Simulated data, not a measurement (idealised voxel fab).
process module | voxel trench capacitor
cross-section cut | 185 nm wide | cells 5 nm
A cross-section is a grid of square cells, given in bands from the top down. A band is one or more rows of cells.
Each band's line starts with the height of the band's top and of its bottom, in nm. Then come its materials from left to right, each with its width in nm. One material with "throughout" fills the band from edge to edge. "air" is empty space.
Height 0 is the level under which the wafer as received is all one material. The lowest band goes on downwards, as in "0 down".
A width such as "30 to 40" changes by the same amount from each row of cells to the next, from the band's top row to its bottom row.
"no change" after a step means that no cell of the cross-section changed.
closed voids: empty space of 8 cells or more with no open way to the top, each as width x height at its distance from the left edge, in nm
after a step's settings: what the simulator itself notes on the step
overlay nm, on a step with a mask: how far to the right of its planned place the mask lay; to the left if negative
plan
1 op RECEIVE | material Si
2 op CONFORMAL_DEP | material SiN | thk nm 5
3 op DIRECTIONAL_DEP | material aC | thk nm 15
4 op PATTERN | tone open | mask id TRENCH | material resist | width nm 15 | pitch nm 40 | thk nm 35 | overlay nm 0
5 op DIRECTIONAL_ETCH | etch materials aC | depth nm 15
6 op STRIP | etch materials resist
7 op DIRECTIONAL_ETCH | etch materials SiN | depth nm 5
8 op DIRECTIONAL_ETCH | etch materials Si | depth nm 30
9 op STRIP | etch materials aC
10 op CONFORMAL_DEP | material HfO2 | thk nm 5
11 op CONFORMAL_DEP | material TiN | thk nm 5
12 op FILL_DEP | material W | thk nm 10
13 op CMP | height nm 5
varied across the wafers: width nm of step 4. The plan shows the first wafer's value. All wafers start alike
first wafer as received, after step 1
  0 down: Si throughout
  closed voids: none
each wafer at the end: cells of each material gained (+) or lost (-) since it was received, then its closed voids
width nm 15 | +45 HfO2 | -54 Si | +28 SiN | +18 TiN | closed voids: none
width nm 20 | +48 HfO2 | -72 Si | +25 SiN | +36 TiN | closed voids: none
width nm 25 | +51 HfO2 | -90 Si | +22 SiN | +39 TiN | +15 W | closed voids: none
